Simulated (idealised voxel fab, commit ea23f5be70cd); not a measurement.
Documented hereafter: the process module known as voxel transistor to metal.
cross-section cut | 205 nm wide | cells 5 nm
Just so we're on the same page, the cross-sections are grids of square cells, and they're listed out in bands top to bottom, each band one or more rows deep.
The band entry comprises the height of the band's top followed by the height of its bottom, expressed in nm, and subsequently the band's materials from left to right, each stated together with its width in nm. Where a single material is marked with the word "edge to edge", that material fills the band from edge to edge. The word "empty" represents empty space.
Convention: height 0 is the level below which the wafer, as received, is all one material. The lowest band does not terminate at the bottom but continues downward, represented as "top 0, no bottom".
Top row gets the first number, bottom row gets the second, and each row in between changes by the same step: that is how a band width like "30..40" works.
A step reported as "same as before" is a step in which no cell of the cross-section changed.
The list in "Internal closed voids" covers empty spaces of 8 cells or more that cannot reach the top through any open way, and it gives each as width x height at distance; the distance is from the left edge, and width, height and distance are in nm.
On a step's line, text after the settings is the simulator commenting on that step.
overlay nm: step with mask; distance mask lay right of planned place; negative value = left of planned place.
From here on the document is pairs. In a pair, the cross-section before one process step comes with the cross-section after it, and the latter goes no deeper than the lowest band that changed. What lies in between, the step and its settings, is written under the pair. A pair may be from a different run of this module on the same starting wafer than the pair above it, so it continues from that pair only where its entry headed "Prior state" says so.

# Prior state
    top 0, no bottom: Si edge to edge
    Internal closed voids: none

# Section After Processing
    top 0, bottom -5: SiO2 edge to edge
    Below -5, the layers are the same as they were.
    Internal closed voids: none
In between the cross-sections above, the run called for OXIDIZE (depth nm 5)

Prior state: as shown after the step in the preceding pair, directly above.

# Section After Processing
    top 10, bottom 0: SiN edge to edge
    Below 0, the layers are the same as they were.
    Internal closed voids: none
In between the cross-sections above, the run called for CONFORMAL_DEP (material SiN; thk nm 10)

Prior state: as shown after the step in the preceding pair, directly above.

# Section After Processing
    top 25, bottom 10: 45 empty | 110 resist | 50 empty
    Below 10, the layers are the same as they were.
    Internal closed voids: none
In between the cross-sections above, the run called for PATTERN (tone cover; mask id ACTIVE; material resist; width nm 110; thk nm 15; overlay nm 0)

Prior state: as shown after the step in the preceding pair, directly above.

# Section After Processing
    top 25, bottom 10: 45 empty | 110 resist | 50 empty
    top 10, bottom 0: 45 empty | 110 SiN | 50 empty
    Below 0, the layers are the same as they were.
    Internal closed voids: none
In between the cross-sections above, the run called for DIRECTIONAL_ETCH (etch materials SiN; depth nm 10)

Prior state: as shown after the step in the preceding pair, directly above.

# Section After Processing
    top 25, bottom 10: 45 empty | 110 resist | 50 empty
    top 10, bottom 0: 45 empty | 110 SiN | 50 empty
    top 0, bottom -5: 45 empty | 110 SiO2 | 50 empty
    Below -5, the layers are the same as they were.
    Internal closed voids: none
In between the cross-sections above, the run called for DIRECTIONAL_ETCH (etch materials SiO2; depth nm 5)

Prior state: as shown after the step in the preceding pair, directly above.

# Section After Processing
    top 25, bottom 10: 45 empty | 110 resist | 50 empty
    top 10, bottom 0: 45 empty | 110 SiN | 50 empty
    top 0, bottom -5: 45 empty | 110 SiO2 | 50 empty
    top -5, bottom -40: 45 empty | 110 Si | 50 empty
    Below -40, the layers are the same as they were.
    Internal closed voids: none
In between the cross-sections above, the run called for DIRECTIONAL_ETCH (etch materials Si; depth nm 35)

Prior state: as shown after the step in the preceding pair, directly above.

# Section After Processing
    top 10, bottom 0: 45 empty | 110 SiN | 50 empty
    Below 0, the layers are the same as they were.
    Internal closed voids: none
In between the cross-sections above, the run called for STRIP (etch materials resist)

Prior state: as shown after the step in the preceding pair, directly above.

# Section After Processing
    top 10, bottom 0: 45 empty | 110 SiN | 50 empty
    top 0, bottom -5: 45 empty | 110 SiO2 | 50 empty
    top -5, bottom -40: 45 empty | 5 SiO2 | 100 Si | 5 SiO2 | 50 empty
    top -40, bottom -45: 50 SiO2 | 100 Si | 55 SiO2
    Below -45, the layers are the same as they were.
    Internal closed voids: none
In between the cross-sections above, the run called for OXIDIZE (depth nm 5)

Prior state: as shown after the step in the preceding pair, directly above.

# Section After Processing
    top 25, bottom 10: SiO2 edge to edge
    top 10, bottom 0: 45 SiO2 | 110 SiN | 50 SiO2
    top 0, bottom -5: SiO2 edge to edge
    top -5, bottom -45: 50 SiO2 | 100 Si | 55 SiO2
    Below -45, the layers are the same as they were.
    Internal closed voids: none
In between the cross-sections above, the run called for FILL_DEP (material SiO2; thk nm 15)

Prior state: as shown after the step in the preceding pair, directly above.

# Section After Processing
    top 10, bottom 0: 45 SiO2 | 110 SiN | 50 SiO2
    Below 0, the layers are the same as they were.
    Internal closed voids: none
In between the cross-sections above, the run called for CMP (height nm 10)

Prior state: as shown after the step in the preceding pair, directly above.

# Section After Processing
    top 10, bottom 0: 45 empty | 110 SiN | 50 empty
    Below 0, the layers are the same as they were.
    Internal closed voids: none
In between the cross-sections above, the run called for SELECTIVE_ETCH (etch materials SiO2; depth nm 10)

Prior state: as shown after the step in the preceding pair, directly above.

# Section After Processing
    top 0, bottom -5: SiO2 edge to edge
    Below -5, the layers are the same as they were.
    Internal closed voids: none
In between the cross-sections above, the run called for STRIP (etch materials SiN)

Prior state: as shown after the step in the preceding pair, directly above.

# Section After Processing
    top -5, bottom -45: 50 SiO2 | 100 Si | 55 SiO2
    Below -45, the layers are the same as they were.
    Internal closed voids: none
In between the cross-sections above, the run called for SELECTIVE_ETCH (etch materials SiO2; depth nm 5)

Prior state: as shown after the step in the preceding pair, directly above.

# Section After Processing
    top -5, bottom -10: SiO2 edge to edge
    Below -10, the layers are the same as they were.
    Internal closed voids: none
In between the cross-sections above, the run called for OXIDIZE (depth nm 5)

Prior state: as shown after the step in the preceding pair, directly above.

# Section After Processing
    top 20, bottom -5: polySi edge to edge
    Below -5, the layers are the same as they were.
    Internal closed voids: none
In between the cross-sections above, the run called for DIRECTIONAL_DEP (material polySi; thk nm 25)

Prior state: as shown after the step in the preceding pair, directly above.

# Section After Processing
    top 35, bottom 20: SiCN edge to edge
    Below 20, the layers are the same as they were.
    Internal closed voids: none
In between the cross-sections above, the run called for DIRECTIONAL_DEP (material SiCN; thk nm 15)

Prior state: as shown after the step in the preceding pair, directly above.

# Section After Processing
    top 35, bottom 20: 90 empty | 20 SiCN | 95 empty
    Below 20, the layers are the same as they were.
    Internal closed voids: none
In between the cross-sections above, the run called for MASKED_ETCH (tone cover; mask id GATE; width nm 20; etch materials SiCN; depth nm 25; overlay nm 0)

Prior state: as shown after the step in the preceding pair, directly above.

# Section After Processing
    top 35, bottom 20: 90 empty | 20 SiCN | 95 empty
    top 20, bottom -5: 90 empty | 20 polySi | 95 empty
    Below -5, the layers are the same as they were.
    Internal closed voids: none
In between the cross-sections above, the run called for MASKED_ETCH (tone cover; mask id GATE; width nm 20; etch materials polySi; depth nm 35; overlay nm 0)

Prior state: as shown after the step in the preceding pair, directly above.

# Section After Processing
    top 40, bottom 35: 85 empty | 30 SiN | 90 empty
    top 35, bottom 20: 85 empty | 5 SiN | 20 SiCN | 5 SiN | 90 empty
    top 20, bottom 0: 85 empty | 5 SiN | 20 polySi | 5 SiN | 90 empty
    top 0, bottom -5: 90 SiN | 20 polySi | 95 SiN
    Below -5, the layers are the same as they were.
    Internal closed voids: none
In between the cross-sections above, the run called for CONFORMAL_DEP (material SiN; thk nm 5)

Prior state: as shown after the step in the preceding pair, directly above.

# Section After Processing
    top 35, bottom 20: 85 empty | 5 SiN | 20 SiCN | 5 SiN | 90 empty
    top 20, bottom -5: 85 empty | 5 SiN | 20 polySi | 5 SiN | 90 empty
    Below -5, the layers are the same as they were.
    Internal closed voids: none
In between the cross-sections above, the run called for DIRECTIONAL_ETCH (etch materials SiN; depth nm 5)

Prior state: as shown after the step in the preceding pair, directly above.

# Section After Processing
    top 35, bottom 20: 85 empty | 5 SiN | 20 SiCN | 5 SiN | 90 empty
    top 20, bottom -5: 85 empty | 5 SiN | 20 polySi | 5 SiN | 90 empty
    top -5, bottom -10: 85 empty | 30 SiO2 | 90 empty
    Below -10, the layers are the same as they were.
    Internal closed voids: none
In between the cross-sections above, the run called for DIRECTIONAL_ETCH (etch materials SiO2; depth nm 5)

Prior state: as shown after the step in the preceding pair, directly above.

# Section After Processing
    top 35, bottom 20: 85 empty | 5 SiN | 20 SiCN | 5 SiN | 90 empty
    top 20, bottom -5: 85 empty | 5 SiN | 20 polySi | 5 SiN | 90 empty
    top -5, bottom -10: 85 empty | 30 SiO2 | 90 empty
    top -10, bottom -15: 50 SiO2 | 35 empty | 30 Si | 35 empty | 55 SiO2
    Below -15, the layers are the same as they were.
    Internal closed voids: none
In between the cross-sections above, the run called for DIRECTIONAL_ETCH (etch materials Si; depth nm 5)

Prior state: as shown after the step in the preceding pair, directly above.

# Section After Processing
    top 35, bottom 20: 85 empty | 5 SiN | 20 SiCN | 5 SiN | 90 empty
    top 20, bottom 0: 85 empty | 5 SiN | 20 polySi | 5 SiN | 90 empty
    top 0, bottom -5: 75 empty | 10 pSi | 5 SiN | 20 polySi | 5 SiN | 10 pSi | 80 empty
    top -5, bottom -10: 45 empty | 40 pSi | 30 SiO2 | 40 pSi | 50 empty
    top -10, bottom -15: 50 SiO2 | 35 pSi | 30 Si | 35 pSi | 55 SiO2
    Below -15, the layers are the same as they were.
    Internal closed voids: none
In between the cross-sections above, the run called for EPI (material pSi; thk nm 10)

Prior state: as shown after the step in the preceding pair, directly above.

# Section After Processing
    top 45, bottom 35: SiO2 edge to edge
    top 35, bottom 20: 85 SiO2 | 5 SiN | 20 SiCN | 5 SiN | 90 SiO2
    top 20, bottom 0: 85 SiO2 | 5 SiN | 20 polySi | 5 SiN | 90 SiO2
    top 0, bottom -5: 75 SiO2 | 10 pSi | 5 SiN | 20 polySi | 5 SiN | 10 pSi | 80 SiO2
    top -5, bottom -10: 45 SiO2 | 40 pSi | 30 SiO2 | 40 pSi | 50 SiO2
    Below -10, the layers are the same as they were.
    Internal closed voids: none
In between the cross-sections above, the run called for FILL_DEP (material SiO2; thk nm 10)

Prior state: as shown after the step in the preceding pair, directly above.

# Section After Processing
    top 35, bottom 20: 85 SiO2 | 5 SiN | 20 SiCN | 5 SiN | 90 SiO2
    Below 20, the layers are the same as they were.
    Internal closed voids: none
In between the cross-sections above, the run called for CMP (height nm 35)

Prior state: as shown after the step in the preceding pair, directly above.

# Section After Processing
    top 45, bottom 35: SiO2 edge to edge
    Below 35, the layers are the same as they were.
    Internal closed voids: none
In between the cross-sections above, the run called for DIRECTIONAL_DEP (material SiO2; thk nm 10)

Prior state: as shown after the step in the preceding pair, directly above.

# Section After Processing
    top 60, bottom 45: aC edge to edge
    Below 45, the layers are the same as they were.
    Internal closed voids: none
In between the cross-sections above, the run called for DIRECTIONAL_DEP (material aC; thk nm 15)

Prior state: as shown after the step in the preceding pair, directly above.

# Section After Processing
    top 90, bottom 60: 55 resist | 15 empty | 60 resist | 15 empty | 60 resist
    Below 60, the layers are the same as they were.
    Internal closed voids: none
In between the cross-sections above, the run called for PATTERN (tone open; mask id CONTACT; material resist; width nm 15; pitch nm 75; thk nm 30; overlay nm 0)

Prior state: as shown after the step in the preceding pair, directly above.

# Section After Processing
    top 75, bottom 60: 55 resist | 15 empty | 60 resist | 15 empty | 60 resist
    top 60, bottom 45: 55 aC | 15 empty | 60 aC | 15 empty | 60 aC
    Below 45, the layers are the same as they were.
    Internal closed voids: none
In between the cross-sections above, the run called for DIRECTIONAL_ETCH (etch materials aC; depth nm 15)

Prior state: as shown after the step in the preceding pair, directly above.

# Section After Processing
    top 60, bottom 45: 55 aC | 15 empty | 60 aC | 15 empty | 60 aC
    Below 45, the layers are the same as they were.
    Internal closed voids: none
In between the cross-sections above, the run called for STRIP (etch materials resist)

Prior state: as shown after the step in the preceding pair, directly above.

# Section After Processing
    top 60, bottom 45: 55 aC | 15 empty | 60 aC | 15 empty | 60 aC
    top 45, bottom 35: 55 SiO2 | 15 empty | 60 SiO2 | 15 empty | 60 SiO2
    top 35, bottom 20: 55 SiO2 | 15 empty | 15 SiO2 | 5 SiN | 20 SiCN | 5 SiN | 15 SiO2 | 15 empty | 60 SiO2
    top 20, bottom 0: 55 SiO2 | 15 empty | 15 SiO2 | 5 SiN | 20 polySi | 5 SiN | 15 SiO2 | 15 empty | 60 SiO2
    top 0, bottom -5: 55 SiO2 | 15 empty | 5 SiO2 | 10 pSi | 5 SiN | 20 polySi | 5 SiN | 10 pSi | 5 SiO2 | 15 empty | 60 SiO2
    Below -5, the layers are the same as they were.
    Internal closed voids: none
In between the cross-sections above, the run called for DIRECTIONAL_ETCH (etch materials SiO2; depth nm 50)

Prior state: as shown after the step in the preceding pair, directly above.

# Section After Processing
    top 45, bottom 35: 55 SiO2 | 15 empty | 60 SiO2 | 15 empty | 60 SiO2
    Below 35, the layers are the same as they were.
    Internal closed voids: none
In between the cross-sections above, the run called for STRIP (etch materials aC)

Prior state: as shown after the step in the preceding pair, directly above.

# Section After Processing
    top 50, bottom 45: 60 TiN | 5 empty | 70 TiN | 5 empty | 65 TiN
    top 45, bottom 35: 55 SiO2 | 5 TiN | 5 empty | 5 TiN | 60 SiO2 | 5 TiN | 5 empty | 5 TiN | 60 SiO2
    top 35, bottom 20: 55 SiO2 | 5 TiN | 5 empty | 5 TiN | 15 SiO2 | 5 SiN | 20 SiCN | 5 SiN | 15 SiO2 | 5 TiN | 5 empty | 5 TiN | 60 SiO2
    top 20, bottom 0: 55 SiO2 | 5 TiN | 5 empty | 5 TiN | 15 SiO2 | 5 SiN | 20 polySi | 5 SiN | 15 SiO2 | 5 TiN | 5 empty | 5 TiN | 60 SiO2
    top 0, bottom -5: 55 SiO2 | 15 TiN | 5 SiO2 | 10 pSi | 5 SiN | 20 polySi | 5 SiN | 10 pSi | 5 SiO2 | 15 TiN | 60 SiO2
    Below -5, the layers are the same as they were.
    Internal closed voids: none
In between the cross-sections above, the run called for CONFORMAL_DEP (material TiN; thk nm 5)

Prior state: as shown after the step in the preceding pair, directly above.

# Section After Processing
    top 55, bottom 50: W edge to edge
    top 50, bottom 45: 60 TiN | 5 W | 70 TiN | 5 W | 65 TiN
    top 45, bottom 35: 55 SiO2 | 5 TiN | 5 W | 5 TiN | 60 SiO2 | 5 TiN | 5 W | 5 TiN | 60 SiO2
    top 35, bottom 20: 55 SiO2 | 5 TiN | 5 W | 5 TiN | 15 SiO2 | 5 SiN | 20 SiCN | 5 SiN | 15 SiO2 | 5 TiN | 5 W | 5 TiN | 60 SiO2
    top 20, bottom 0: 55 SiO2 | 5 TiN | 5 W | 5 TiN | 15 SiO2 | 5 SiN | 20 polySi | 5 SiN | 15 SiO2 | 5 TiN | 5 W | 5 TiN | 60 SiO2
    Below 0, the layers are the same as they were.
    Internal closed voids: none
In between the cross-sections above, the run called for FILL_DEP (material W; thk nm 5)

Prior state: as shown after the step in the preceding pair, directly above.

# Section After Processing
    top 45, bottom 35: 55 SiO2 | 5 TiN | 5 W | 5 TiN | 60 SiO2 | 5 TiN | 5 W | 5 TiN | 60 SiO2
    Below 35, the layers are the same as they were.
    Internal closed voids: none
In between the cross-sections above, the run called for CMP (height nm 45)

Prior state: as shown after the step in the preceding pair, directly above.

# Section After Processing
    top 50, bottom 45: TiN edge to edge
    Below 45, the layers are the same as they were.
    Internal closed voids: none
In between the cross-sections above, the run called for DIRECTIONAL_DEP (material TiN; thk nm 5)

Prior state: as shown after the step in the preceding pair, directly above.

# Section After Processing
    top 75, bottom 50: W edge to edge
    Below 50, the layers are the same as they were.
    Internal closed voids: none
In between the cross-sections above, the run called for DIRECTIONAL_DEP (material W; thk nm 25)

Prior state: as shown after the step in the preceding pair, directly above.

# Section After Processing
    top 90, bottom 75: 55 empty | 15 resist | 60 empty | 15 resist | 60 empty
    Below 75, the layers are the same as they were.
    Internal closed voids: none
In between the cross-sections above, the run called for PATTERN (tone cover; mask id METAL_1; material resist; width nm 15; pitch nm 75; thk nm 15; overlay nm 0)

Prior state: as shown after the step in the preceding pair, directly above.

# Section After Processing
    top 90, bottom 75: 55 empty | 15 resist | 60 empty | 15 resist | 60 empty
    top 75, bottom 50: 55 empty | 15 W | 60 empty | 15 W | 60 empty
    Below 50, the layers are the same as they were.
    Internal closed voids: none
In between the cross-sections above, the run called for DIRECTIONAL_ETCH (etch materials W; depth nm 25)

Prior state: as shown after the step in the preceding pair, directly above.

# Section After Processing
    top 90, bottom 75: 55 empty | 15 resist | 60 empty | 15 resist | 60 empty
    top 75, bottom 50: 55 empty | 15 W | 60 empty | 15 W | 60 empty
    top 50, bottom 45: 55 empty | 15 TiN | 60 empty | 15 TiN | 60 empty
    Below 45, the layers are the same as they were.
    Internal closed voids: none
In between the cross-sections above, the run called for DIRECTIONAL_ETCH (etch materials TiN; depth nm 5)

Prior state: as shown after the step in the preceding pair, directly above.

# Section After Processing
    top 75, bottom 50: 55 empty | 15 W | 60 empty | 15 W | 60 empty
    Below 50, the layers are the same as they were.
    Internal closed voids: none
In between the cross-sections above, the run called for STRIP (etch materials resist)

Prior state: as shown after the step in the preceding pair, directly above.

# Section After Processing
    top 85, bottom 75: lowk edge to edge
    top 75, bottom 50: 55 lowk | 15 W | 60 lowk | 15 W | 60 lowk
    top 50, bottom 45: 55 lowk | 15 TiN | 60 lowk | 15 TiN | 60 lowk
    Below 45, the layers are the same as they were.
    Internal closed voids: none
In between the cross-sections above, the run called for FILL_DEP (material lowk; thk nm 10)

Prior state: as shown after the step in the preceding pair, directly above.

# Section After Processing
    top 75, bottom 50: 55 lowk | 15 W | 60 lowk | 15 W | 60 lowk
    Below 50, the layers are the same as they were.
    Internal closed voids: none
In between the cross-sections above, the run called for CMP (height nm 75)

Prior state: as shown after the step in the preceding pair, directly above.

# Section After Processing
    top 80, bottom 75: SiCN edge to edge
    Below 75, the layers are the same as they were.
    Internal closed voids: none
In between the cross-sections above, the run called for CONFORMAL_DEP (material SiCN; thk nm 5)

Prior state: as shown after the step in the preceding pair, directly above.

# Section After Processing
    top 115, bottom 80: lowk edge to edge
    Below 80, the layers are the same as they were.
    Internal closed voids: none
In between the cross-sections above, the run called for DIRECTIONAL_DEP (material lowk; thk nm 35)

Prior state: as shown after the step in the preceding pair, directly above.

# Section After Processing
    top 115, bottom 95: 55 lowk | 15 empty | 60 lowk | 15 empty | 60 lowk
    Below 95, the layers are the same as they were.
    Internal closed voids: none
In between the cross-sections above, the run called for MASKED_ETCH (tone open; mask id METAL_2; width nm 15; pitch nm 75; etch materials lowk; depth nm 20; overlay nm 0)

Prior state: as shown after the step in the preceding pair, directly above.

# Section After Processing
    top 115, bottom 80: 55 lowk | 15 empty | 60 lowk | 15 empty | 60 lowk
    Below 80, the layers are the same as they were.
    Internal closed voids: none
In between the cross-sections above, the run called for MASKED_ETCH (tone open; mask id METAL_2_HOLES; width nm 15; pitch nm 75; etch materials lowk; depth nm 15; overlay nm 0)

Prior state: as shown after the step in the preceding pair, directly above.

# Section After Processing
    top 115, bottom 80: 55 lowk | 15 empty | 60 lowk | 15 empty | 60 lowk
    top 80, bottom 75: 55 SiCN | 15 empty | 60 SiCN | 15 empty | 60 SiCN
    Below 75, the layers are the same as they were.
    Internal closed voids: none
In between the cross-sections above, the run called for MASKED_ETCH (tone open; mask id METAL_2_HOLES; width nm 15; pitch nm 75; etch materials SiCN; depth nm 5; overlay nm 0)

Prior state: as shown after the step in the preceding pair, directly above.

# Section After Processing
    top 120, bottom 115: 60 TiN | 5 empty | 70 TiN | 5 empty | 65 TiN
    top 115, bottom 80: 55 lowk | 5 TiN | 5 empty | 5 TiN | 60 lowk | 5 TiN | 5 empty | 5 TiN | 60 lowk
    top 80, bottom 75: 55 SiCN | 15 TiN | 60 SiCN | 15 TiN | 60 SiCN
    Below 75, the layers are the same as they were.
    Internal closed voids: none
In between the cross-sections above, the run called for CONFORMAL_DEP (material TiN; thk nm 5)

Prior state: as shown after the step in the preceding pair, directly above.

# Section After Processing
    top 125, bottom 120: Cu edge to edge
    top 120, bottom 115: 60 TiN | 5 Cu | 70 TiN | 5 Cu | 65 TiN
    top 115, bottom 80: 55 lowk | 5 TiN | 5 Cu | 5 TiN | 60 lowk | 5 TiN | 5 Cu | 5 TiN | 60 lowk
    Below 80, the layers are the same as they were.
    Internal closed voids: none
In between the cross-sections above, the run called for FILL_DEP (material Cu; thk nm 5)

Prior state: as shown after the step in the preceding pair, directly above.

# Section After Processing
    top 115, bottom 80: 55 lowk | 5 TiN | 5 Cu | 5 TiN | 60 lowk | 5 TiN | 5 Cu | 5 TiN | 60 lowk
    Below 80, the layers are the same as they were.
    Internal closed voids: none
In between the cross-sections above, the run called for CMP (height nm 115)

Prior state: as shown after the step in the preceding pair, directly above.

# Section After Processing
    top 120, bottom 115: SiN edge to edge
    Below 115, the layers are the same as they were.
    Internal closed voids: none
In between the cross-sections above, the run called for CONFORMAL_DEP (material SiN; thk nm 5)

# Prior state
    top 25, bottom 10: SiO2 edge to edge
    top 10, bottom 0: 45 SiO2 | 110 SiN | 50 SiO2
    top 0, bottom -5: SiO2 edge to edge
    top -5, bottom -45: 50 SiO2 | 100 Si | 55 SiO2
    top -45, no bottom: Si edge to edge
    Internal closed voids: none

# Section After Processing
    top 15, bottom 10: SiO2 edge to edge
    Below 10, the layers are the same as they were.
    Internal closed voids: none
In between the cross-sections above, the run called for SELECTIVE_ETCH (etch materials SiO2; depth nm 10)

Prior state: as shown after the step in the preceding pair, directly above.

# Section After Processing
    top 10, bottom 0: 45 SiO2 | 110 SiN | 50 SiO2
    Below 0, the layers are the same as they were.
    Internal closed voids: none
In between the cross-sections above, the run called for SELECTIVE_ETCH (etch materials SiO2; depth nm 5)

Prior state: as shown after the step in the preceding pair, directly above.

# Section After Processing
    top 35, bottom 10: polySi edge to edge
    Below 10, the layers are the same as they were.
    Internal closed voids: none
In between the cross-sections above, the run called for DIRECTIONAL_DEP (material polySi; thk nm 25)

Prior state: as shown after the step in the preceding pair, directly above.

# Section After Processing
    top 50, bottom 35: SiCN edge to edge
    Below 35, the layers are the same as they were.
    Internal closed voids: none
In between the cross-sections above, the run called for DIRECTIONAL_DEP (material SiCN; thk nm 15)

Prior state: as shown after the step in the preceding pair, directly above.

# Section After Processing
    top 50, bottom 35: 90 empty | 20 SiCN | 95 empty
    Below 35, the layers are the same as they were.
    Internal closed voids: none
In between the cross-sections above, the run called for MASKED_ETCH (tone cover; mask id GATE; width nm 20; etch materials SiCN; depth nm 25; overlay nm 0)

Prior state: as shown after the step in the preceding pair, directly above.

# Section After Processing
    top 50, bottom 35: 90 empty | 20 SiCN | 95 empty
    top 35, bottom 10: 90 empty | 20 polySi | 95 empty
    Below 10, the layers are the same as they were.
    Internal closed voids: none
In between the cross-sections above, the run called for MASKED_ETCH (tone cover; mask id GATE; width nm 20; etch materials polySi; depth nm 35; overlay nm 0)

Prior state: as shown after the step in the preceding pair, directly above.

# Section After Processing
    top 55, bottom 50: 85 empty | 30 SiN | 90 empty
    top 50, bottom 35: 85 empty | 5 SiN | 20 SiCN | 5 SiN | 90 empty
    top 35, bottom 15: 85 empty | 5 SiN | 20 polySi | 5 SiN | 90 empty
    top 15, bottom 10: 90 SiN | 20 polySi | 95 SiN
    Below 10, the layers are the same as they were.
    Internal closed voids: none
In between the cross-sections above, the run called for CONFORMAL_DEP (material SiN; thk nm 5)

Prior state: as shown after the step in the preceding pair, directly above.

# Section After Processing
    top 50, bottom 35: 85 empty | 5 SiN | 20 SiCN | 5 SiN | 90 empty
    top 35, bottom 10: 85 empty | 5 SiN | 20 polySi | 5 SiN | 90 empty
    Below 10, the layers are the same as they were.
    Internal closed voids: none
In between the cross-sections above, the run called for DIRECTIONAL_ETCH (etch materials SiN; depth nm 5)

Prior state: as shown after the step in the preceding pair, directly above.

# Section After Processing
    top 50, bottom 35: 85 empty | 5 SiN | 20 SiCN | 5 SiN | 90 empty
    top 35, bottom 10: 85 empty | 5 SiN | 20 polySi | 5 SiN | 90 empty
    top 10, bottom 5: 45 empty | 110 SiN | 50 empty
    Below 5, the layers are the same as they were.
    Internal closed voids: none
In between the cross-sections above, the run called for DIRECTIONAL_ETCH (etch materials SiO2; depth nm 5)

Prior state: as shown after the step in the preceding pair, directly above.

# Section After Processing
    top 60, bottom 50: SiO2 edge to edge
    top 50, bottom 35: 85 SiO2 | 5 SiN | 20 SiCN | 5 SiN | 90 SiO2
    top 35, bottom 10: 85 SiO2 | 5 SiN | 20 polySi | 5 SiN | 90 SiO2
    top 10, bottom 0: 45 SiO2 | 110 SiN | 50 SiO2
    Below 0, the layers are the same as they were.
    Internal closed voids: none
In between the cross-sections above, the run called for FILL_DEP (material SiO2; thk nm 10)

Prior state: as shown after the step in the preceding pair, directly above.

# Section After Processing
    top 35, bottom 10: 85 SiO2 | 5 SiN | 20 polySi | 5 SiN | 90 SiO2
    Below 10, the layers are the same as they were.
    Internal closed voids: none
In between the cross-sections above, the run called for CMP (height nm 35)

Prior state: as shown after the step in the preceding pair, directly above.

# Section After Processing
    top 45, bottom 35: SiO2 edge to edge
    Below 35, the layers are the same as they were.
    Internal closed voids: none
In between the cross-sections above, the run called for DIRECTIONAL_DEP (material SiO2; thk nm 10)

Prior state: as shown after the step in the preceding pair, directly above.

# Section After Processing
    top 60, bottom 45: aC edge to edge
    Below 45, the layers are the same as they were.
    Internal closed voids: none
In between the cross-sections above, the run called for DIRECTIONAL_DEP (material aC; thk nm 15)

Prior state: as shown after the step in the preceding pair, directly above.

# Section After Processing
    top 90, bottom 60: 55 resist | 15 empty | 60 resist | 15 empty | 60 resist
    Below 60, the layers are the same as they were.
    Internal closed voids: none
In between the cross-sections above, the run called for PATTERN (tone open; mask id CONTACT; material resist; width nm 15; pitch nm 75; thk nm 30; overlay nm 0)

Prior state: as shown after the step in the preceding pair, directly above.

# Section After Processing
    top 75, bottom 60: 55 resist | 15 empty | 60 resist | 15 empty | 60 resist
    top 60, bottom 45: 55 aC | 15 empty | 60 aC | 15 empty | 60 aC
    Below 45, the layers are the same as they were.
    Internal closed voids: none
In between the cross-sections above, the run called for DIRECTIONAL_ETCH (etch materials aC; depth nm 15)

Prior state: as shown after the step in the preceding pair, directly above.

# Section After Processing
    top 60, bottom 45: 55 aC | 15 empty | 60 aC | 15 empty | 60 aC
    Below 45, the layers are the same as they were.
    Internal closed voids: none
In between the cross-sections above, the run called for STRIP (etch materials resist)

Prior state: as shown after the step in the preceding pair, directly above.

# Section After Processing
    top 60, bottom 45: 55 aC | 15 empty | 60 aC | 15 empty | 60 aC
    top 45, bottom 35: 55 SiO2 | 15 empty | 60 SiO2 | 15 empty | 60 SiO2
    top 35, bottom 10: 55 SiO2 | 15 empty | 15 SiO2 | 5 SiN | 20 polySi | 5 SiN | 15 SiO2 | 15 empty | 60 SiO2
    Below 10, the layers are the same as they were.
    Internal closed voids: none
In between the cross-sections above, the run called for DIRECTIONAL_ETCH (etch materials SiO2; depth nm 50)

Prior state: as shown after the step in the preceding pair, directly above.

# Section After Processing
    top 45, bottom 35: 55 SiO2 | 15 empty | 60 SiO2 | 15 empty | 60 SiO2
    Below 35, the layers are the same as they were.
    Internal closed voids: none
In between the cross-sections above, the run called for STRIP (etch materials aC)

Prior state: as shown after the step in the preceding pair, directly above.

# Section After Processing
    top 50, bottom 45: 60 TiN | 5 empty | 70 TiN | 5 empty | 65 TiN
    top 45, bottom 35: 55 SiO2 | 5 TiN | 5 empty | 5 TiN | 60 SiO2 | 5 TiN | 5 empty | 5 TiN | 60 SiO2
    top 35, bottom 15: 55 SiO2 | 5 TiN | 5 empty | 5 TiN | 15 SiO2 | 5 SiN | 20 polySi | 5 SiN | 15 SiO2 | 5 TiN | 5 empty | 5 TiN | 60 SiO2
    top 15, bottom 10: 55 SiO2 | 15 TiN | 15 SiO2 | 5 SiN | 20 polySi | 5 SiN | 15 SiO2 | 15 TiN | 60 SiO2
    Below 10, the layers are the same as they were.
    Internal closed voids: none
In between the cross-sections above, the run called for CONFORMAL_DEP (material TiN; thk nm 5)

Prior state: as shown after the step in the preceding pair, directly above.

# Section After Processing
    top 55, bottom 50: W edge to edge
    top 50, bottom 45: 60 TiN | 5 W | 70 TiN | 5 W | 65 TiN
    top 45, bottom 35: 55 SiO2 | 5 TiN | 5 W | 5 TiN | 60 SiO2 | 5 TiN | 5 W | 5 TiN | 60 SiO2
    top 35, bottom 15: 55 SiO2 | 5 TiN | 5 W | 5 TiN | 15 SiO2 | 5 SiN | 20 polySi | 5 SiN | 15 SiO2 | 5 TiN | 5 W | 5 TiN | 60 SiO2
    Below 15, the layers are the same as they were.
    Internal closed voids: none
In between the cross-sections above, the run called for FILL_DEP (material W; thk nm 5)

Prior state: as shown after the step in the preceding pair, directly above.

# Section After Processing
    top 45, bottom 35: 55 SiO2 | 5 TiN | 5 W | 5 TiN | 60 SiO2 | 5 TiN | 5 W | 5 TiN | 60 SiO2
    Below 35, the layers are the same as they were.
    Internal closed voids: none
In between the cross-sections above, the run called for CMP (height nm 45)

Prior state: as shown after the step in the preceding pair, directly above.

# Section After Processing
    top 50, bottom 45: TiN edge to edge
    Below 45, the layers are the same as they were.
    Internal closed voids: none
In between the cross-sections above, the run called for DIRECTIONAL_DEP (material TiN; thk nm 5)

Prior state: as shown after the step in the preceding pair, directly above.

# Section After Processing
    top 75, bottom 50: W edge to edge
    Below 50, the layers are the same as they were.
    Internal closed voids: none
In between the cross-sections above, the run called for DIRECTIONAL_DEP (material W; thk nm 25)

Prior state: as shown after the step in the preceding pair, directly above.

# Section After Processing
    top 90, bottom 75: 55 empty | 15 resist | 60 empty | 15 resist | 60 empty
    Below 75, the layers are the same as they were.
    Internal closed voids: none
In between the cross-sections above, the run called for PATTERN (tone cover; mask id METAL_1; material resist; width nm 15; pitch nm 75; thk nm 15; overlay nm 0)

Prior state: as shown after the step in the preceding pair, directly above.

# Section After Processing
    top 90, bottom 75: 55 empty | 15 resist | 60 empty | 15 resist | 60 empty
    top 75, bottom 50: 55 empty | 15 W | 60 empty | 15 W | 60 empty
    Below 50, the layers are the same as they were.
    Internal closed voids: none
In between the cross-sections above, the run called for DIRECTIONAL_ETCH (etch materials W; depth nm 25)
